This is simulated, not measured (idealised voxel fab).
Presented below is a process module, voxel released beams.
The cross-section on display is named cut; it measures 215 nm wide, and its cells are 5 nm squares.
How to read a cross-section here: the picture is a grid of square cells, written as bands going from the top down, and any band can span one or more rows of cells. Band entry format. Leading values: height of top, height of bottom, nm. Remainder: materials in left-to-right order, each with its width in nm. Special words: "full width" on a single material, which then fills the band edge to edge; "blank", empty space. Measure heights from 0. That's the level where, below it, the as-received wafer is all one material. The lowest band is bottomless and extends downward; write it as in "top 0, no bottom". Graded width ("30..40"): value in top row of band = first number; value in bottom row = second number; row-to-row change constant. The designation "no alteration", where it is given for a processing step, indicates that no cell of the cross-section was altered in the course of that step. So "Encapsulated voids" is basically the list of trapped voids: any empty space of 8 cells or more that can't reach the top through an opening. They're written width x height at distance, the distance being from the left edge, and it's all nm. Post-settings text on a step line: simulator's own remark regarding the step. "overlay nm" on a masked step: distance the mask lay right of its planned place, negative for left.

# The process steps that were planned are listed below
| 1 | RECEIVE with material Si |
| 2 | CONFORMAL_DEP with material SiN, thk nm 10 |
| 3 | DIRECTIONAL_DEP with material SiO2, thk nm 10 |
| 4 | DIRECTIONAL_DEP with material aC, thk nm 10 |
| 5 | PATTERN with tone open, mask id ANCHOR, material resist, width nm 40, thk nm 25, overlay nm 0 |
| 6 | DIRECTIONAL_ETCH with etch materials aC, depth nm 10 |
| 7 | STRIP with etch materials resist |
| 8 | DIRECTIONAL_ETCH with etch materials SiO2, depth nm 10 |
| 9 | STRIP with etch materials aC |
| 10 | CONFORMAL_DEP with material polySi, thk nm 15 |
| 11 | MASKED_ETCH with tone cover, mask id BEAM, width nm 100, etch materials polySi, depth nm 15, overlay nm 0 |
| 12 | STRIP with etch materials SiO2 |

# Cross-section, incoming material, after step 1
> top 0, no bottom: Si full width
> Encapsulated voids: none

# One mistake in running the module, otherwise start and plan as above: cross-section at the end
> top 45, bottom 30: blank 55, then polySi 100, then blank 60
> top 30, bottom 20: polySi full width
> top 20, bottom 10: SiO2 60, then polySi 40, then SiO2 115
> top 10, bottom 0: SiN full width
> top 0, no bottom: Si full width
> Encapsulated voids: none
Diagnosis: rather than as planned, step 10 actually ran as CONFORMAL_DEP with material polySi, thk nm 25
